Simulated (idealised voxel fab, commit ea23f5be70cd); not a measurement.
Process module, titled voxel gate over fins
Each square cell in cross-section cut measures 5 nm, and the section as a whole is 240 nm wide.
We lay out every cross-section as a grid of square cells and spell it out in bands from the top down, where one band means one or more rows of cells.
Per band: top height and bottom height in nm, followed by the left-to-right materials and their widths in nm; "all across" marks a single material spanning edge to edge, "air" marks empty space.
Heads up on the height convention: 0 is the point under which the incoming wafer is all one material, and the lowest band has no bottom, it just keeps going down, like "0 down".
Note: "30->40" means the width goes from the first number (top row of the band) to the second number (bottom row) in equal steps per row of cells.
"changes: none", as given for a step, is the statement that not any cell of the cross-section underwent a change during that step.
Enclosed voids (no open way to top), threshold 8 cells or more, entry "Closed internal cavities", notation width x height at distance, distance from left edge, nm.
Whatever follows a step's settings on its line is a remark the simulator itself makes about that step.
A step line may carry the setting "overlay nm", which, for steps involving a mask, states the distance by which the mask lay to the right of its intended position; negative values denote displacement to the left.
Planned process steps:
- 1: RECEIVE, material Si
- 2: CONFORMAL_DEP, material SiN, thk nm 5
- 3: PATTERN, tone cover, mask id FINS, material resist, width nm 15, pitch nm 60, thk nm 15, overlay nm 0
- 4: DIRECTIONAL_ETCH, etch materials SiN, depth nm 5
- 5: DIRECTIONAL_ETCH, etch materials Si, depth nm 35
- 6: STRIP, etch materials resist
- 7: OXIDIZE, depth nm 5
- 8: FILL_DEP, material SiO2, thk nm 5
- 9: CMP, height nm 5
- 10: MASKED_ETCH, tone open, mask id RAIL, width nm 15, etch materials SiO2, depth nm 35, overlay nm 0
- 11: CONFORMAL_DEP, material TiN, thk nm 5
- 12: FILL_DEP, material W, thk nm 5
- 13: CMP, height nm 5
- 14: SELECTIVE_ETCH, etch materials W Ru TiN, depth nm 25
- 15: FILL_DEP, material SiO2, thk nm 5
- 16: CMP, height nm 5
- 17: SELECTIVE_ETCH, etch materials SiO2, depth nm 20
- 18: STRIP, etch materials SiN
- 19: CONFORMAL_DEP, material HfO2, thk nm 5
- 20: CONFORMAL_DEP, material TiN, thk nm 5
- 21: FILL_DEP, material W, thk nm 15
- 22: CMP, height nm 20
- 23: CONFORMAL_DEP, material SiN, thk nm 5
Of two wafers, the first: run according to plan:
Shown in cross-section is the wafer as received, that is, as it stands after step 1:
	0 down | Si all across
	Closed internal cavities: none
Cross-section of the wafer after step 2:
	5 to 0 | SiN all across
	Nothing below the height 0 has changed.
Cross-section of the wafer after step 3:
	20 to 5 | air 50 nm  resist 15 nm  air 45 nm  resist 15 nm  air 45 nm  resist 15 nm  air 55 nm
	Nothing below the height 5 has changed.
Cross-section of the wafer after step 4:
	20 to 5 | air 50 nm  resist 15 nm  air 45 nm  resist 15 nm  air 45 nm  resist 15 nm  air 55 nm
	5 to 0 | air 50 nm  SiN 15 nm  air 45 nm  SiN 15 nm  air 45 nm  SiN 15 nm  air 55 nm
	Nothing below the height 0 has changed.
Cross-section of the wafer after step 5:
	20 to 5 | air 50 nm  resist 15 nm  air 45 nm  resist 15 nm  air 45 nm  resist 15 nm  air 55 nm
	5 to 0 | air 50 nm  SiN 15 nm  air 45 nm  SiN 15 nm  air 45 nm  SiN 15 nm  air 55 nm
	0 to -35 | air 50 nm  Si 15 nm  air 45 nm  Si 15 nm  air 45 nm  Si 15 nm  air 55 nm
	Nothing below the height -35 has changed.
Cross-section of the wafer after step 6:
	5 to 0 | air 50 nm  SiN 15 nm  air 45 nm  SiN 15 nm  air 45 nm  SiN 15 nm  air 55 nm
	Nothing below the height 0 has changed.
Cross-section of the wafer after step 7:
	5 to 0 | air 50 nm  SiN 15 nm  air 45 nm  SiN 15 nm  air 45 nm  SiN 15 nm  air 55 nm
	0 to -35 | air 50 nm  SiO2 5 nm  Si 5 nm  SiO2 5 nm  air 45 nm  SiO2 5 nm  Si 5 nm  SiO2 5 nm  air 45 nm  SiO2 5 nm  Si 5 nm  SiO2 5 nm  air 55 nm
	-35 to -40 | SiO2 55 nm  Si 5 nm  SiO2 55 nm  Si 5 nm  SiO2 55 nm  Si 5 nm  SiO2 60 nm
	Nothing below the height -40 has changed.
Cross-section of the wafer after step 8:
	10 to 5 | SiO2 all across
	5 to 0 | SiO2 50 nm  SiN 15 nm  SiO2 45 nm  SiN 15 nm  SiO2 45 nm  SiN 15 nm  SiO2 55 nm
	0 to -40 | SiO2 55 nm  Si 5 nm  SiO2 55 nm  Si 5 nm  SiO2 55 nm  Si 5 nm  SiO2 60 nm
	Nothing below the height -40 has changed.
Cross-section of the wafer after step 9:
	5 to 0 | SiO2 50 nm  SiN 15 nm  SiO2 45 nm  SiN 15 nm  SiO2 45 nm  SiN 15 nm  SiO2 55 nm
	Nothing below the height 0 has changed.
Cross-section of the wafer after step 10:
	5 to 0 | SiO2 50 nm  SiN 15 nm  SiO2 15 nm  air 15 nm  SiO2 15 nm  SiN 15 nm  SiO2 45 nm  SiN 15 nm  SiO2 55 nm
	0 to -30 | SiO2 55 nm  Si 5 nm  SiO2 20 nm  air 15 nm  SiO2 20 nm  Si 5 nm  SiO2 55 nm  Si 5 nm  SiO2 60 nm
	Nothing below the height -30 has changed.
Cross-section of the wafer after step 11:
	10 to 5 | TiN 85 nm  air 5 nm  TiN 150 nm
	5 to 0 | SiO2 50 nm  SiN 15 nm  SiO2 15 nm  TiN 5 nm  air 5 nm  TiN 5 nm  SiO2 15 nm  SiN 15 nm  SiO2 45 nm  SiN 15 nm  SiO2 55 nm
	0 to -25 | SiO2 55 nm  Si 5 nm  SiO2 20 nm  TiN 5 nm  air 5 nm  TiN 5 nm  SiO2 20 nm  Si 5 nm  SiO2 55 nm  Si 5 nm  SiO2 60 nm
	-25 to -30 | SiO2 55 nm  Si 5 nm  SiO2 20 nm  TiN 15 nm  SiO2 20 nm  Si 5 nm  SiO2 55 nm  Si 5 nm  SiO2 60 nm
	Nothing below the height -30 has changed.
Cross-section of the wafer after step 12:
	15 to 10 | W all across
	10 to 5 | TiN 85 nm  W 5 nm  TiN 150 nm
	5 to 0 | SiO2 50 nm  SiN 15 nm  SiO2 15 nm  TiN 5 nm  W 5 nm  TiN 5 nm  SiO2 15 nm  SiN 15 nm  SiO2 45 nm  SiN 15 nm  SiO2 55 nm
	0 to -25 | SiO2 55 nm  Si 5 nm  SiO2 20 nm  TiN 5 nm  W 5 nm  TiN 5 nm  SiO2 20 nm  Si 5 nm  SiO2 55 nm  Si 5 nm  SiO2 60 nm
	Nothing below the height -25 has changed.
Cross-section of the wafer after step 13:
	5 to 0 | SiO2 50 nm  SiN 15 nm  SiO2 15 nm  TiN 5 nm  W 5 nm  TiN 5 nm  SiO2 15 nm  SiN 15 nm  SiO2 45 nm  SiN 15 nm  SiO2 55 nm
	Nothing below the height 0 has changed.
Cross-section of the wafer after step 14:
	5 to 0 | SiO2 50 nm  SiN 15 nm  SiO2 15 nm  air 15 nm  SiO2 15 nm  SiN 15 nm  SiO2 45 nm  SiN 15 nm  SiO2 55 nm
	0 to -20 | SiO2 55 nm  Si 5 nm  SiO2 20 nm  air 15 nm  SiO2 20 nm  Si 5 nm  SiO2 55 nm  Si 5 nm  SiO2 60 nm
	Nothing below the height -20 has changed.
Cross-section of the wafer after step 15:
	10 to 5 | SiO2 all across
	5 to 0 | SiO2 50 nm  SiN 15 nm  SiO2 45 nm  SiN 15 nm  SiO2 45 nm  SiN 15 nm  SiO2 55 nm
	0 to -20 | SiO2 55 nm  Si 5 nm  SiO2 55 nm  Si 5 nm  SiO2 55 nm  Si 5 nm  SiO2 60 nm
	Nothing below the height -20 has changed.
Cross-section of the wafer after step 16:
	5 to 0 | SiO2 50 nm  SiN 15 nm  SiO2 45 nm  SiN 15 nm  SiO2 45 nm  SiN 15 nm  SiO2 55 nm
	Nothing below the height 0 has changed.
Cross-section of the wafer after step 17:
	5 to 0 | air 50 nm  SiN 15 nm  air 45 nm  SiN 15 nm  air 45 nm  SiN 15 nm  air 55 nm
	0 to -15 | air 55 nm  Si 5 nm  air 55 nm  Si 5 nm  air 55 nm  Si 5 nm  air 60 nm
	Nothing below the height -15 has changed.
Cross-section of the wafer after step 18:
	0 to -15 | air 55 nm  Si 5 nm  air 55 nm  Si 5 nm  air 55 nm  Si 5 nm  air 60 nm
	Nothing below the height -15 has changed.
Cross-section of the wafer after step 19:
	5 to 0 | air 50 nm  HfO2 15 nm  air 45 nm  HfO2 15 nm  air 45 nm  HfO2 15 nm  air 55 nm
	0 to -10 | air 50 nm  HfO2 5 nm  Si 5 nm  HfO2 5 nm  air 45 nm  HfO2 5 nm  Si 5 nm  HfO2 5 nm  air 45 nm  HfO2 5 nm  Si 5 nm  HfO2 5 nm  air 55 nm
	-10 to -15 | HfO2 55 nm  Si 5 nm  HfO2 55 nm  Si 5 nm  HfO2 55 nm  Si 5 nm  HfO2 60 nm
	Nothing below the height -15 has changed.
Cross-section of the wafer after step 20:
	10 to 5 | air 45 nm  TiN 25 nm  air 35 nm  TiN 25 nm  air 35 nm  TiN 25 nm  air 50 nm
	5 to 0 | air 45 nm  TiN 5 nm  HfO2 15 nm  TiN 5 nm  air 35 nm  TiN 5 nm  HfO2 15 nm  TiN 5 nm  air 35 nm  TiN 5 nm  HfO2 15 nm  TiN 5 nm  air 50 nm
	0 to -5 | air 45 nm  TiN 5 nm  HfO2 5 nm  Si 5 nm  HfO2 5 nm  TiN 5 nm  air 35 nm  TiN 5 nm  HfO2 5 nm  Si 5 nm  HfO2 5 nm  TiN 5 nm  air 35 nm  TiN 5 nm  HfO2 5 nm  Si 5 nm  HfO2 5 nm  TiN 5 nm  air 50 nm
	-5 to -10 | TiN 50 nm  HfO2 5 nm  Si 5 nm  HfO2 5 nm  TiN 45 nm  HfO2 5 nm  Si 5 nm  HfO2 5 nm  TiN 45 nm  HfO2 5 nm  Si 5 nm  HfO2 5 nm  TiN 55 nm
	Nothing below the height -10 has changed.
Cross-section of the wafer after step 21:
	25 to 10 | W all across
	10 to 5 | W 45 nm  TiN 25 nm  W 35 nm  TiN 25 nm  W 35 nm  TiN 25 nm  W 50 nm
	5 to 0 | W 45 nm  TiN 5 nm  HfO2 15 nm  TiN 5 nm  W 35 nm  TiN 5 nm  HfO2 15 nm  TiN 5 nm  W 35 nm  TiN 5 nm  HfO2 15 nm  TiN 5 nm  W 50 nm
	0 to -5 | W 45 nm  TiN 5 nm  HfO2 5 nm  Si 5 nm  HfO2 5 nm  TiN 5 nm  W 35 nm  TiN 5 nm  HfO2 5 nm  Si 5 nm  HfO2 5 nm  TiN 5 nm  W 35 nm  TiN 5 nm  HfO2 5 nm  Si 5 nm  HfO2 5 nm  TiN 5 nm  W 50 nm
	Nothing below the height -5 has changed.
Cross-section of the wafer after step 22:
	20 to 10 | W all across
	Nothing below the height 10 has changed.
Cross-section of the wafer after step 23:
	25 to 20 | SiN all across
	Nothing below the height 20 has changed.
Wafer two. Same start, same plan, one slip in execution. Same as wafer one through step 18, inclusive:
Second wafer at the planned finish of step 19, seen in cross-section: changes: none
Second wafer at the planned finish of step 20, seen in cross-section:
	5 to 0 | air 50 nm  TiN 15 nm  air 45 nm  TiN 15 nm  air 45 nm  TiN 15 nm  air 55 nm
	0 to -10 | air 50 nm  TiN 5 nm  Si 5 nm  TiN 5 nm  air 45 nm  TiN 5 nm  Si 5 nm  TiN 5 nm  air 45 nm  TiN 5 nm  Si 5 nm  TiN 5 nm  air 55 nm
	-10 to -15 | TiN 55 nm  Si 5 nm  TiN 55 nm  Si 5 nm  TiN 55 nm  Si 5 nm  TiN 60 nm
	Nothing below the height -15 has changed.
Second wafer at the planned finish of step 21, seen in cross-section:
	20 to 5 | W all across
	5 to 0 | W 50 nm  TiN 15 nm  W 45 nm  TiN 15 nm  W 45 nm  TiN 15 nm  W 55 nm
	0 to -10 | W 50 nm  TiN 5 nm  Si 5 nm  TiN 5 nm  W 45 nm  TiN 5 nm  Si 5 nm  TiN 5 nm  W 45 nm  TiN 5 nm  Si 5 nm  TiN 5 nm  W 55 nm
	Nothing below the height -10 has changed.
Second wafer at the planned finish of step 22, seen in cross-section: changes: none
Second wafer at the planned finish of step 23, seen in cross-section:
	25 to 20 | SiN all across
	Nothing below the height 20 has changed.
what went wrong: heads up, step 19 of the plan was skipped and never actually ran
Counted in cells at the end, the second wafer holds more or fewer of these materials than the first: HfO2: 66 fewer | W: 66 more
